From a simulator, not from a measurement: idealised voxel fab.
This section sets out a process module, namely voxel self aligned vias.
It is cross-section cut that appears here, measuring 295 nm in width, its square cells being 5 nm in size.
A cross-section is a grid of square cells, given in bands from the top down. A band is one or more rows of cells. In this notation a band is specified by the heights of its top and bottom, in that order and in nm, after which its materials appear from left to right, each paired with its width in nm. The word "full width" attached to a single material means that material fills the band from edge to edge; the word "air" stands for empty space. Counting heights begins at 0, where everything beneath is, in the wafer as received, one material. The lowest band has no bottom; it goes on downwards, as "top 0, no bottom" shows. Quick explanation for "30..40": the width changes in equal steps down the rows of cells, from the first number in the band's top row to the second number in its bottom row. "remained unchanged", as given for a step, is the statement that not any cell of the cross-section underwent a change during that step. In "Non-vented voids" the enclosed voids are listed, meaning empty spaces of 8 cells or larger without any opening to the top. The form is width x height at distance, distance from the left edge, units nm. What comes after the settings on a step's line is commentary from the simulator itself on that step. overlay nm: on a step with a mask, how far right of its planned place the mask lay; negative means left.
-- This section lists the process steps that were planned
1: RECEIVE: material Si
2: CONFORMAL_DEP: material SiO2, thk nm 15
3: CONFORMAL_DEP: material SiCN, thk nm 5
4: DIRECTIONAL_DEP: material SiO2, thk nm 30
5: DIRECTIONAL_DEP: material aC, thk nm 15
6: PATTERN: tone open, mask id LINES, material resist, width nm 20, pitch nm 70, thk nm 35, overlay nm 0
7: DIRECTIONAL_ETCH: etch materials aC, depth nm 15
8: STRIP: etch materials resist
9: DIRECTIONAL_ETCH: etch materials SiO2, depth nm 30
10: STRIP: etch materials aC
11: CONFORMAL_DEP: material TiN, thk nm 5
12: FILL_DEP: material W, thk nm 10
13: CMP: height nm 50
14: SELECTIVE_ETCH: etch materials W Ru TiN, depth nm 10
15: FILL_DEP: material SiN, thk nm 5
16: CMP: height nm 50
17: DIRECTIONAL_DEP: material SiO2, thk nm 20
18: MASKED_ETCH: tone open, mask id VIAS, width nm 40, pitch nm 140, etch materials SiO2, depth nm 20, overlay nm 0
19: MASKED_ETCH: tone open, mask id VIAS, width nm 40, pitch nm 140, etch materials SiN, depth nm 10, overlay nm 0
20: CONFORMAL_DEP: material TiN, thk nm 5
21: FILL_DEP: material Ru, thk nm 10
22: CMP: height nm 70
23: CONFORMAL_DEP: material SiN, thk nm 5
-- As received (post step 1): cross-section
	top 0, no bottom | Si full width
	Non-vented voids: none
-- Below is the wafer in cross-section after the module was completed. It began from the starting point shown above and followed the plan shown above, except that one mistake was made while running it
	top 75, bottom 70 | SiN full width
	top 70, bottom 55 | SiO2=50  TiN=5  Ru=30  TiN=5  SiO2=100  TiN=5  Ru=30  TiN=5  SiO2=65
	top 55, bottom 50 | SiO2=50  TiN=20  Ru=10  TiN=10  SiO2=100  TiN=20  Ru=10  TiN=10  SiO2=65
	top 50, bottom 45 | SiO2=65  TiN=5  Ru=10  TiN=5  SiO2=50  SiN=20  SiO2=50  TiN=5  Ru=10  TiN=5  SiO2=70
	top 45, bottom 40 | SiO2=65  TiN=20  SiO2=50  SiN=20  SiO2=50  TiN=20  SiO2=70
	top 40, bottom 25 | SiO2=65  TiN=5  W=10  TiN=5  SiO2=50  TiN=5  W=10  TiN=5  SiO2=50  TiN=5  W=10  TiN=5  SiO2=70
	top 25, bottom 20 | SiO2=65  TiN=20  SiO2=50  TiN=20  SiO2=50  TiN=20  SiO2=70
	top 20, bottom 15 | SiCN full width
	top 15, bottom 0 | SiO2 full width
	top 0, no bottom | Si full width
	Non-vented voids: none
Short version of what went wrong: step 18 was not run as planned; what actually ran was MASKED_ETCH: tone open, mask id VIAS, width nm 40, pitch nm 140, etch materials SiO2, depth nm 20, overlay nm -5
